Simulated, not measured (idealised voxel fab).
process module | voxel ribs on slabs
cross-section cut | 140 nm wide | cells 5 nm
A cross-section is a grid of square cells, given in bands from the top down. A band is one or more rows of cells.
Each band's line starts with the height of the band's top and of its bottom, in nm. Then come its materials from left to right, each with its width in nm. One material with "throughout" fills the band from edge to edge. "air" is empty space.
Height 0 is the level under which the wafer as received is all one material. The lowest band goes on downwards, as in "0 down".
A width such as "30 to 40" changes by the same amount from each row of cells to the next, from the band's top row to its bottom row.
"no change" after a step means that no cell of the cross-section changed.
closed voids: empty space of 8 cells or more with no open way to the top, each as width x height at its distance from the left edge, in nm
after a step's settings: what the simulator itself notes on the step
overlay nm, on a step with a mask: how far to the right of its planned place the mask lay; to the left if negative
plan
1 op RECEIVE | material Si
2 op DIRECTIONAL_DEP | material SiO2 | thk nm 30
3 op DIRECTIONAL_DEP | material SiN | thk nm 20
4 op MASKED_ETCH | tone cover | mask id RIB | width nm 20 | etch materials SiN | depth nm 5 | overlay nm -15
5 op PATTERN | tone cover | mask id SLAB | material resist | width nm 50 | thk nm 15 | overlay nm 0
6 op DIRECTIONAL_ETCH | etch materials SiN | depth nm 15
7 op STRIP | etch materials resist
8 op FILL_DEP | material SiO2 | thk nm 25
9 op CMP | height nm 65
10 op DIRECTIONAL_DEP | material W | thk nm 10
11 op DIRECTIONAL_DEP | material aC | thk nm 15
12 op PATTERN | tone cover | mask id HEATER | material resist | width nm 30 | thk nm 35 | overlay nm 0
13 op DIRECTIONAL_ETCH | etch materials aC | depth nm 15
14 op STRIP | etch materials resist
15 op DIRECTIONAL_ETCH | etch materials W | depth nm 10
16 op STRIP | etch materials aC
17 op CONFORMAL_DEP | material SiN | thk nm 5
varied across the wafers: overlay nm of step 4. The plan shows the first wafer's value. All wafers start alike
first wafer as received, after step 1
  0 down: Si throughout
  closed voids: none
first wafer at the end, after step 17
  80 to 75: air 50 | SiN 40 | air 50
  75 to 70: air 50 | SiN 5 | W 30 | SiN 5 | air 50
  70 to 65: SiN 55 | W 30 | SiN 55
  65 to 50: SiO2 throughout
  50 to 45: SiO2 45 | SiN 20 | SiO2 75
  45 to 30: SiO2 45 | SiN 50 | SiO2 45
  30 to 0: SiO2 throughout
  0 down: Si throughout
  closed voids: none
last wafer at the end
  80 to 75: air 50 | SiN 40 | air 50
  75 to 70: air 50 | SiN 5 | W 30 | SiN 5 | air 50
  70 to 65: SiN 55 | W 30 | SiN 55
  65 to 50: SiO2 throughout
  50 to 45: SiO2 75 | SiN 20 | SiO2 45
  45 to 30: SiO2 45 | SiN 50 | SiO2 45
  30 to 0: SiO2 throughout
  0 down: Si throughout
  closed voids: none
each wafer at the end: cells of each material gained (+) or lost (-) since it was received, then its closed voids
overlay nm -15 | +66 SiN | +330 SiO2 | +12 W | closed voids: none
overlay nm -10 | +66 SiN | +330 SiO2 | +12 W | closed voids: none
overlay nm -5 | +66 SiN | +330 SiO2 | +12 W | closed voids: none
overlay nm 0 | +66 SiN | +330 SiO2 | +12 W | closed voids: none
overlay nm 5 | +66 SiN | +330 SiO2 | +12 W | closed voids: none
overlay nm 10 | +66 SiN | +330 SiO2 | +12 W | closed voids: none
overlay nm 15 | +66 SiN | +330 SiO2 | +12 W | closed voids: none
